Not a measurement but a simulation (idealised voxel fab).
process module | voxel ribs on slabs
In the cross-section labelled cut, the width is 145 nm and each square cell is 5 nm.
Format of a cross-section: grid, square cells. Given as bands. Order: top down. Band: one or more rows of cells. It is stipulated that each band's entry specify, in nanometres, the height of the top of the band and then that of its bottom, followed by the materials of the band in left-to-right sequence, each together with its width in nanometres. A single material marked by the word "everywhere" is understood to fill the band from edge to edge; the word "empty" is understood to denote empty space. The level at which height equals 0 is the one under which the wafer, as it arrives, is entirely one material. No lower edge exists for the bottom band, which continues downward and is notated as in "0..down". The width entry "30->40" should be interpreted row by row: the top row of cells in the band takes the first number, the bottom row takes the second number, and the change between adjacent rows is uniform throughout. The cross-section has no changed cell in any step marked "remained the same". The list in "Closed cavity list" covers empty spaces of 8 cells or more that cannot reach the top through any open way, and it gives each as width x height at distance; the distance is from the left edge, and width, height and distance are in nm. The remark found on a step's line after its settings is issued by the simulator itself and pertains to that step. On any step carrying a mask, the "overlay nm" setting, if present on the step's line, tells how far right of its planned place the mask lay; negative values point to the left.

Plan
1) op RECEIVE | material Si
2) op DIRECTIONAL_DEP | material SiO2 | thk nm 25
3) op DIRECTIONAL_DEP | material SiN | thk nm 20
4) op DIRECTIONAL_DEP | material aC | thk nm 15
5) op PATTERN | tone cover | mask id RIB | material resist | width nm 20 | thk nm 35 | overlay nm 0
6) op DIRECTIONAL_ETCH | etch materials aC | depth nm 15
7) op STRIP | etch materials resist
8) op DIRECTIONAL_ETCH | etch materials SiN | depth nm 5
9) op STRIP | etch materials aC
10) op PATTERN | tone cover | mask id SLAB | material resist | width nm 90 | thk nm 20 | overlay nm 0
11) op DIRECTIONAL_ETCH | etch materials SiN | depth nm 15
12) op STRIP | etch materials resist
13) op FILL_DEP | material SiO2 | thk nm 15
14) op CMP | height nm 55
15) op DIRECTIONAL_DEP | material TiN | thk nm 5
16) op MASKED_ETCH | tone cover | mask id HEATER | width nm 40 | etch materials TiN | depth nm 5 | overlay nm 0
17) op CONFORMAL_DEP | material SiO2 | thk nm 10
Wafer-to-wafer difference: width nm, step 5. Common start. Plan = first wafer's value.

This is how the first of several wafers looked in cross-section when it arrived, which is after step 1
	0..down | Si everywhere
	Closed cavity list: none

End-of-module cross-section, first of several wafers, after last step 17
	70..65 | 40 nm empty / 60 nm SiO2 / 45 nm empty
	65..60 | SiO2 everywhere
	60..55 | 50 nm SiO2 / 40 nm TiN / 55 nm SiO2
	55..45 | SiO2 everywhere
	45..40 | 60 nm SiO2 / 20 nm SiN / 65 nm SiO2
	40..25 | 25 nm SiO2 / 90 nm SiN / 30 nm SiO2
	25..0 | SiO2 everywhere
	0..down | Si everywhere
	Closed cavity list: none

Showing the last wafer in cross-section at the end of the module
	70..65 | 40 nm empty / 60 nm SiO2 / 45 nm empty
	65..60 | SiO2 everywhere
	60..55 | 50 nm SiO2 / 40 nm TiN / 55 nm SiO2
	55..45 | SiO2 everywhere
	45..40 | 50 nm SiO2 / 45 nm SiN / 50 nm SiO2
	40..25 | 25 nm SiO2 / 90 nm SiN / 30 nm SiO2
	25..0 | SiO2 everywhere
	0..down | Si everywhere
	Closed cavity list: none

For your reference, the table is organized with a row per wafer; each row reflects the wafer at the end of the module, indicating for each material the cells gained (+) or lost (-) since receipt, and thereafter its closed voids
width nm 20, +58 SiN, +323 SiO2, +8 TiN, Closed cavity list: none
width nm 25, +59 SiN, +322 SiO2, +8 TiN, Closed cavity list: none
width nm 30, +60 SiN, +321 SiO2, +8 TiN, Closed cavity list: none
width nm 35, +61 SiN, +320 SiO2, +8 TiN, Closed cavity list: none
width nm 40, +62 SiN, +319 SiO2, +8 TiN, Closed cavity list: none
width nm 45, +63 SiN, +318 SiO2, +8 TiN, Closed cavity list: none
